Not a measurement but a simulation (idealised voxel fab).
You're looking at the process module voxel air gaps.
In the cross-section labelled cut, the width is 280 nm and each square cell is 5 nm.
Cross-section format: a grid of square cells, given as bands from top to bottom; each band is one or more rows of cells.
Top height, bottom height, nm. Materials left to right, width each, nm. Single material + "throughout" = fills band edge to edge. "empty" = empty.
Heights are reckoned from 0. Under this level, the received wafer is all of one material. The bottommost band is open-ended downward, for example "from 0 down".
Note: "30..40" means the width goes from the first number (top row of the band) to the second number (bottom row) in equal steps per row of cells.
"nothing changed" after a step means that no cell of the cross-section changed.
"closed voids" enumerates empty spaces isolated from the top, with no open way to it, that contain at least 8 cells, giving each as width x height at distance from the left edge, all three in nm.
The remark found on a step's line after its settings is issued by the simulator itself and pertains to that step.
Each step line may optionally specify "overlay nm", which for a step with a mask gives the rightward distance between the mask's planned place and where it lay, a negative value indicating the leftward direction.

**These are the steps we planned for the process**
1. RECEIVE,material Si
2. CONFORMAL_DEP,material SiO2,thk nm 10
3. CONFORMAL_DEP,material SiCN,thk nm 5
4. DIRECTIONAL_DEP,material lowk,thk nm 35
5. MASKED_ETCH,tone open,mask id LINES,width nm 15,pitch nm 40,etch materials lowk,depth nm 35,overlay nm 0
6. CONFORMAL_DEP,material TiN,thk nm 5
7. FILL_DEP,material W,thk nm 10
8. CMP,height nm 50
9. EPI,material Ru,thk nm 10
10. SELECTIVE_ETCH,etch materials lowk,depth nm 45
11. CONFORMAL_DEP,material SiCN,thk nm 5

**Incoming wafer in cross-section (state: after step 1)**
	from 0 down  Si throughout
	closed voids: none

**Module complete, cross-section. Starting point and plan per above. One mistake made in running the module**
	from 75 to 70  empty 45, then SiCN 185, then empty 50
	from 70 to 50  empty 45, then SiCN 5, then Ru 175, then SiCN 5, then empty 50
	from 50 to 45  empty 45, then SiCN 25, then TiN 5, then W 5, then TiN 5, then lowk 25, then TiN 5, then W 5, then TiN 5, then lowk 25, then TiN 5, then W 5, then TiN 5, then lowk 25, then TiN 5, then W 5, then TiN 5, then SiCN 25, then empty 50
	from 45 to 20  empty 65, then SiCN 5, then TiN 5, then W 5, then TiN 5, then lowk 25, then TiN 5, then W 5, then TiN 5, then lowk 25, then TiN 5, then W 5, then TiN 5, then lowk 25, then TiN 5, then W 5, then TiN 5, then SiCN 5, then empty 70
	from 20 to 15  SiCN 70, then TiN 15, then lowk 25, then TiN 15, then lowk 25, then TiN 15, then lowk 25, then TiN 15, then SiCN 75
	from 15 to 10  SiCN throughout
	from 10 to 0  SiO2 throughout
	from 0 down  Si throughout
	closed voids: none
Processing error: the plan's step 9 ran twice
